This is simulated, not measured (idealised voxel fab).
The document below concerns the process module designated voxel ribs on slabs.
In the cross-section labelled cut, the width is 155 nm and each square cell is 5 nm.
Heads up, the way a cross-section reads in here is a grid of square cells, handed over as bands from the top down, with every band being one or more rows of cells.
Heads up on the band format: heights come first, top then bottom, in nm. After that it's the materials left to right, each with its width in nm. A single material flagged "edge to edge" fills the whole band edge to edge, and "empty" means there's empty space there.
A quick word on heights: they are counted from 0, and under that level the wafer as it came to us is one material throughout. The lowest band is different from the rest in having no bottom; it simply continues downward, written as in "from 0 down".
The notation "30 to 40" denotes a width that varies across the rows of cells in the band, beginning at the first number in the top row, finishing at the second number in the bottom row, and changing by an identical amount from each row to the next.
What does "left unchanged" mean for a step? It means no cell of the cross-section changed in that step.
The entry "Sealed-off cavities" lists the empty spaces that cover at least 8 cells and have no open path to the top. Each is written as width x height at distance, where the distance is measured from the left edge and all three values are in nm.
That trailing text on a step's line, after the settings, is the simulator's own remark on the step.
Each step line may optionally specify "overlay nm", which for a step with a mask gives the rightward distance between the mask's planned place and where it lay, a negative value indicating the leftward direction.

Plan
1 RECEIVE,material Si
2 DIRECTIONAL_DEP,material SiO2,thk nm 30
3 DIRECTIONAL_DEP,material polySi,thk nm 15
4 MASKED_ETCH,tone cover,mask id RIB,width nm 20,etch materials polySi,depth nm 5,overlay nm 0
5 MASKED_ETCH,tone cover,mask id SLAB,width nm 50,etch materials polySi,depth nm 10,overlay nm 0
6 FILL_DEP,material SiO2,thk nm 25
7 CMP,height nm 60
8 DIRECTIONAL_DEP,material TiN,thk nm 5
9 PATTERN,tone cover,mask id HEATER,material resist,width nm 30,thk nm 20,overlay nm 0
10 DIRECTIONAL_ETCH,etch materials TiN,depth nm 5
11 STRIP,etch materials resist
12 CONFORMAL_DEP,material SiO2,thk nm 10

Concerning the first of two wafers, which was run in accordance with the plan

Wafer cross-section on receipt, i.e. after step 1
- from 0 down | Si edge to edge
- Sealed-off cavities: none

The following cross-section depicts the wafer upon completion of step 2
- from 30 to 0 | SiO2 edge to edge
- Everything under 0 stays put, no change at all.

The following cross-section depicts the wafer upon completion of step 3
- from 45 to 30 | polySi edge to edge
- Everything under 30 stays put, no change at all.

The following cross-section depicts the wafer upon completion of step 4
- from 45 to 40 | 65 nm empty | 20 nm polySi | 70 nm empty
- Everything under 40 stays put, no change at all.

The following cross-section depicts the wafer upon completion of step 5
- from 45 to 40 | 65 nm empty | 20 nm polySi | 70 nm empty
- from 40 to 30 | 50 nm empty | 50 nm polySi | 55 nm empty
- Everything under 30 stays put, no change at all.

The following cross-section depicts the wafer upon completion of step 6
- from 70 to 45 | SiO2 edge to edge
- from 45 to 40 | 65 nm SiO2 | 20 nm polySi | 70 nm SiO2
- from 40 to 30 | 50 nm SiO2 | 50 nm polySi | 55 nm SiO2
- Everything under 30 stays put, no change at all.

The following cross-section depicts the wafer upon completion of step 7
- from 60 to 45 | SiO2 edge to edge
- Everything under 45 stays put, no change at all.

The following cross-section depicts the wafer upon completion of step 8
- from 65 to 60 | TiN edge to edge
- Everything under 60 stays put, no change at all.

The following cross-section depicts the wafer upon completion of step 9
- from 85 to 65 | 60 nm empty | 30 nm resist | 65 nm empty
- Everything under 65 stays put, no change at all.

The following cross-section depicts the wafer upon completion of step 10
- from 85 to 65 | 60 nm empty | 30 nm resist | 65 nm empty
- from 65 to 60 | 60 nm empty | 30 nm TiN | 65 nm empty
- Everything under 60 stays put, no change at all.

The following cross-section depicts the wafer upon completion of step 11
- from 65 to 60 | 60 nm empty | 30 nm TiN | 65 nm empty
- Everything under 60 stays put, no change at all.

The following cross-section depicts the wafer upon completion of step 12
- from 75 to 70 | 50 nm empty | 50 nm SiO2 | 55 nm empty
- from 70 to 65 | SiO2 edge to edge
- from 65 to 60 | 60 nm SiO2 | 30 nm TiN | 65 nm SiO2
- Everything under 60 stays put, no change at all.

The Second Wafer: Common Origin and Plan, One Mistake in Execution, Identical to the First Through Step 2

Second wafer: cross-section at the scheduled end of step 3
- from 40 to 30 | polySi edge to edge
- Everything under 30 stays put, no change at all.

Second wafer: cross-section at the scheduled end of step 4
- from 40 to 35 | 65 nm empty | 20 nm polySi | 70 nm empty
- Everything under 35 stays put, no change at all.

Second wafer: cross-section at the scheduled end of step 5
- from 40 to 30 | 65 to 50 nm empty | 20 to 50 nm polySi | 70 to 55 nm empty
- Everything under 30 stays put, no change at all.

Second wafer: cross-section at the scheduled end of step 6
- from 65 to 40 | SiO2 edge to edge
- from 40 to 30 | 65 to 50 nm SiO2 | 20 to 50 nm polySi | 70 to 55 nm SiO2
- Everything under 30 stays put, no change at all.

Second wafer: cross-section at the scheduled end of step 7
- from 60 to 40 | SiO2 edge to edge
- Everything under 40 stays put, no change at all.

Second wafer: cross-section at the scheduled end of step 8
- from 65 to 60 | TiN edge to edge
- Everything under 60 stays put, no change at all.

Second wafer: cross-section at the scheduled end of step 9
- from 85 to 65 | 60 nm empty | 30 nm resist | 65 nm empty
- Everything under 65 stays put, no change at all.

Second wafer: cross-section at the scheduled end of step 10
- from 85 to 65 | 60 nm empty | 30 nm resist | 65 nm empty
- from 65 to 60 | 60 nm empty | 30 nm TiN | 65 nm empty
- Everything under 60 stays put, no change at all.

Second wafer: cross-section at the scheduled end of step 11
- from 65 to 60 | 60 nm empty | 30 nm TiN | 65 nm empty
- Everything under 60 stays put, no change at all.

Second wafer: cross-section at the scheduled end of step 12
- from 75 to 70 | 50 nm empty | 50 nm SiO2 | 55 nm empty
- from 70 to 65 | SiO2 edge to edge
- from 65 to 60 | 60 nm SiO2 | 30 nm TiN | 65 nm SiO2
- Everything under 60 stays put, no change at all.
The plan and the run diverged here: the process deviated at step 3: the operation and settings actually run there were DIRECTIONAL_DEP,material polySi,thk nm 10
Final wafer comparison in cells, second versus first, more or fewer per material: +10 SiO2, -10 polySi
